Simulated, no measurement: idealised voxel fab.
process module | voxel lift off
cross-section cut | 155 nm wide | cells 5 nm
A cross-section is a grid of square cells, given in bands from the top down. A band is one or more rows of cells.
Each band's line starts with the height of the band's top and of its bottom, in nm. Then come its materials from left to right, each with its width in nm. One material with "throughout" fills the band from edge to edge. "air" is empty space.
Height 0 is the level under which the wafer as received is all one material. The lowest band goes on downwards, as in "0 down".
A width such as "30 to 40" changes by the same amount from each row of cells to the next, from the band's top row to its bottom row.
"no change" after a step means that no cell of the cross-section changed.
closed voids: empty space of 8 cells or more with no open way to the top, each as width x height at its distance from the left edge, in nm
after a step's settings: what the simulator itself notes on the step
overlay nm, on a step with a mask: how far to the right of its planned place the mask lay; to the left if negative
plan
1 op RECEIVE | material Si
2 op CONFORMAL_DEP | material SiO2 | thk nm 15
3 op PATTERN | tone open | mask id LINES | material resist | width nm 20 | pitch nm 50 | thk nm 30 | overlay nm 0
4 op DIRECTIONAL_DEP | material Ru | thk nm 15
5 op STRIP | etch materials resist
6 op CONFORMAL_DEP | material SiCN | thk nm 10
first wafer, as planned
as received, after step 1
  0 down: Si throughout
  closed voids: none
after step 2
  15 to 0: SiO2 throughout
  below 0: unchanged
after step 3
  45 to 15: resist 15 | air 20 | resist 30 | air 20 | resist 30 | air 20 | resist 20
  below 15: unchanged
after step 4
  60 to 45: Ru 15 | air 20 | Ru 30 | air 20 | Ru 30 | air 20 | Ru 20
  45 to 30: resist 15 | air 20 | resist 30 | air 20 | resist 30 | air 20 | resist 20
  30 to 15: resist 15 | Ru 20 | resist 30 | Ru 20 | resist 30 | Ru 20 | resist 20
  below 15: unchanged
after step 5
  30 to 15: air 15 | Ru 20 | air 30 | Ru 20 | air 30 | Ru 20 | air 20
  below 15: unchanged
after step 6
  40 to 30: air 5 | SiCN 40 | air 10 | SiCN 40 | air 10 | SiCN 40 | air 10
  30 to 25: air 5 | SiCN 10 | Ru 20 | SiCN 10 | air 10 | SiCN 10 | Ru 20 | SiCN 10 | air 10 | SiCN 10 | Ru 20 | SiCN 10 | air 10
  25 to 15: SiCN 15 | Ru 20 | SiCN 30 | Ru 20 | SiCN 30 | Ru 20 | SiCN 20
  below 15: unchanged
second wafer: like start, like plan, one mistake. Through step 3 it matches the first wafer
when step 4 should have ended
  60 to 45: SiO2 15 | air 20 | SiO2 30 | air 20 | SiO2 30 | air 20 | SiO2 20
  45 to 30: resist 15 | air 20 | resist 30 | air 20 | resist 30 | air 20 | resist 20
  30 to 15: resist 15 | SiO2 20 | resist 30 | SiO2 20 | resist 30 | SiO2 20 | resist 20
  below 15: unchanged
when step 5 should have ended
  30 to 15: air 15 | SiO2 20 | air 30 | SiO2 20 | air 30 | SiO2 20 | air 20
  below 15: unchanged
when step 6 should have ended
  40 to 30: air 5 | SiCN 40 | air 10 | SiCN 40 | air 10 | SiCN 40 | air 10
  30 to 25: air 5 | SiCN 10 | SiO2 20 | SiCN 10 | air 10 | SiCN 10 | SiO2 20 | SiCN 10 | air 10 | SiCN 10 | SiO2 20 | SiCN 10 | air 10
  25 to 15: SiCN 15 | SiO2 20 | SiCN 30 | SiO2 20 | SiCN 30 | SiO2 20 | SiCN 20
  below 15: unchanged
what went wrong: step 4 ran as: op DIRECTIONAL_DEP | material SiO2 | thk nm 15
at the end the second wafer has, in cells: 36 fewer of Ru | 36 more of SiO2
